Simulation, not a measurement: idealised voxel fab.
The following process module bears the name voxel released beams.
FYI the section here is cut, 230 nm wide, cells are 5 nm squares.
A cross-section is written here as square cells arranged in a grid, and it is given in bands from the top down, each band taking up one or more rows of cells.
This entry defines a band. It first specifies the height of the band's top and the height of its bottom in nm, and then specifies the band's materials from left to right, stating each material with its width in nm. The word "full width" identifies a single material that fills the band from edge to edge, while the word "empty" identifies empty space.
Zero point of the height axis is 0; under it, received wafer = one material. Lowest band: continues down indefinitely, "top 0, no bottom".
A width such as "30->40" changes by the same amount from each row of cells to the next, from the band's top row to its bottom row.
"nothing was modified" means the step left every cell of the cross-section as it was.
Entry "Fully closed voids". Content: empty spaces with no open connection to the top, size 8 cells or greater. Each: width x height at distance. Distance: from left edge. Unit: nm.
Whatever follows a step's settings on its line is a remark the simulator itself makes about that step.
If you see "overlay nm" on a step's line and that step has a mask, it's telling you how far right of where it was planned the mask ended up; a negative number means it went left instead.

**Intended process steps**
- 1: RECEIVE | material Si
- 2: CONFORMAL_DEP | material SiN | thk nm 10
- 3: DIRECTIONAL_DEP | material SiO2 | thk nm 20
- 4: PATTERN | tone open | mask id ANCHOR | material resist | width nm 25 | thk nm 15 | overlay nm 0
- 5: DIRECTIONAL_ETCH | etch materials SiO2 | depth nm 20
- 6: STRIP | etch materials resist
- 7: CONFORMAL_DEP | material polySi | thk nm 10
- 8: PATTERN | tone cover | mask id BEAM | material resist | width nm 90 | thk nm 20 | overlay nm 0
- 9: DIRECTIONAL_ETCH | etch materials polySi | depth nm 10
- 10: STRIP | etch materials resist
- 11: STRIP | etch materials SiO2

**Cross-section of the wafer upon arrival, representing the state reached after step 1**
* top 0, no bottom | Si full width
* Fully closed voids: none

**The first of the two wafers as seen in cross-section once the module was finished; processing followed the plan**
* top 40, bottom 30 | empty 65 nm | polySi 15 nm | empty 5 nm | polySi 70 nm | empty 75 nm
* top 30, bottom 20 | empty 70 nm | polySi 10 nm | empty 5 nm | polySi 10 nm | empty 135 nm
* top 20, bottom 10 | empty 70 nm | polySi 25 nm | empty 135 nm
* top 10, bottom 0 | SiN full width
* top 0, no bottom | Si full width
* Fully closed voids: none

**Second wafer through the module, sectioned at the end: same beginning and same plan as the first wafer, with one mistake in carrying it out**
* top 35, bottom 25 | empty 65 nm | polySi 15 nm | empty 5 nm | polySi 70 nm | empty 75 nm
* top 25, bottom 15 | empty 70 nm | polySi 10 nm | empty 5 nm | polySi 10 nm | empty 135 nm
* top 15, bottom 5 | empty 70 nm | polySi 25 nm | empty 135 nm
* top 5, bottom 0 | SiN full width
* top 0, no bottom | Si full width
* Fully closed voids: none
Short version of what went wrong: contrary to plan, step 2 was performed as CONFORMAL_DEP | material SiN | thk nm 5
The final cell counts differ between the wafers, with the second having more or fewer of some materials than the first: -46 SiN
